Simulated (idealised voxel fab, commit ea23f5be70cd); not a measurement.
Documented hereafter: the process module known as voxel ribs on slabs.
FYI the section here is cut, 140 nm wide, cells are 5 nm squares.
Cross-section format: a grid of square cells, given as bands from top to bottom; each band is one or more rows of cells.
Look at the band entry: it leads with the top's height and the bottom's height in nm. Then it lists the materials left to right, with a width in nm for each. The word "everywhere" on a single material says that material fills the band edge to edge. The word "empty" is empty space.
For the purposes of this specification, 0 denotes the height below which the wafer in its as-received condition is composed wholly of one material, and the lowermost band, lacking a lower limit, extends downward without end, as expressed in "0 -> down".
Think of "30 to 40" as a width that walks from the first number to the second as you go down the band, top row to bottom row, taking equal-sized steps from row to row.
Any step labelled "remained unchanged" changed none of the cells in the cross-section.
You'll see "Completely sealed voids" listing empty spaces that have no way open to the top, as long as they're 8 cells or more; the notation is width x height at distance, where the distance is from the left edge, and all of it is in nm.
Where a step's line continues beyond its settings, the continuation is a remark by the simulator itself on that step.
overlay nm: how far to the right of its planned place the mask lay on this masked step (negative: to the left).

## Below is the list of planned process steps
1: op RECEIVE | material Si
2: op DIRECTIONAL_DEP | material SiO2 | thk nm 30
3: op DIRECTIONAL_DEP | material polySi | thk nm 15
4: op DIRECTIONAL_DEP | material aC | thk nm 10
5: op PATTERN | tone cover | mask id RIB | material resist | width nm 20 | thk nm 30 | overlay nm 0
6: op DIRECTIONAL_ETCH | etch materials aC | depth nm 10
7: op STRIP | etch materials resist
8: op DIRECTIONAL_ETCH | etch materials polySi | depth nm 5
9: op STRIP | etch materials aC
10: op MASKED_ETCH | tone cover | mask id SLAB | width nm 60 | etch materials polySi | depth nm 10 | overlay nm 0
11: op FILL_DEP | material SiO2 | thk nm 25
12: op CMP | height nm 65
13: op DIRECTIONAL_DEP | material TiN | thk nm 5
14: op DIRECTIONAL_DEP | material aC | thk nm 15
15: op PATTERN | tone cover | mask id HEATER | material resist | width nm 30 | thk nm 30 | overlay nm 0
16: op DIRECTIONAL_ETCH | etch materials aC | depth nm 15
17: op STRIP | etch materials resist
18: op DIRECTIONAL_ETCH | etch materials TiN | depth nm 5
19: op STRIP | etch materials aC
20: op CONFORMAL_DEP | material SiO2 | thk nm 5

## as received, after step 1
  0 -> down: Si everywhere
  Completely sealed voids: none

## Cross-section, first of two wafers, end of module, run as planned
  75 -> 70: empty 50 nm, SiO2 40 nm, empty 50 nm
  70 -> 65: SiO2 55 nm, TiN 30 nm, SiO2 55 nm
  65 -> 45: SiO2 everywhere
  45 -> 40: SiO2 60 nm, polySi 20 nm, SiO2 60 nm
  40 -> 30: SiO2 40 nm, polySi 60 nm, SiO2 40 nm
  30 -> 0: SiO2 everywhere
  0 -> down: Si everywhere
  Completely sealed voids: none

## Cross-section at end of module for the second wafer of two, which matched the first in starting point and plan and differed by one mistake in its processing
  75 -> 70: empty 50 nm, SiO2 40 nm, empty 50 nm
  70 -> 65: SiO2 55 nm, TiN 30 nm, SiO2 55 nm
  65 -> 45: SiO2 everywhere
  45 -> 40: SiO2 40 nm, polySi 20 nm, SiO2 20 nm, polySi 20 nm, SiO2 40 nm
  40 -> 35: SiO2 40 nm, polySi 60 nm, SiO2 40 nm
  35 -> 30: polySi everywhere
  30 -> 0: SiO2 everywhere
  0 -> down: Si everywhere
  Completely sealed voids: none
Nonconformance to the process plan: step 5 went in with a setting other than planned; the actual run was op PATTERN | tone open | mask id RIB | material resist | width nm 20 | thk nm 30 | overlay nm 0
The second wafer ends with more or fewer cells of some materials than the first, per final count: 20 fewer of SiO2, 20 more of polySi
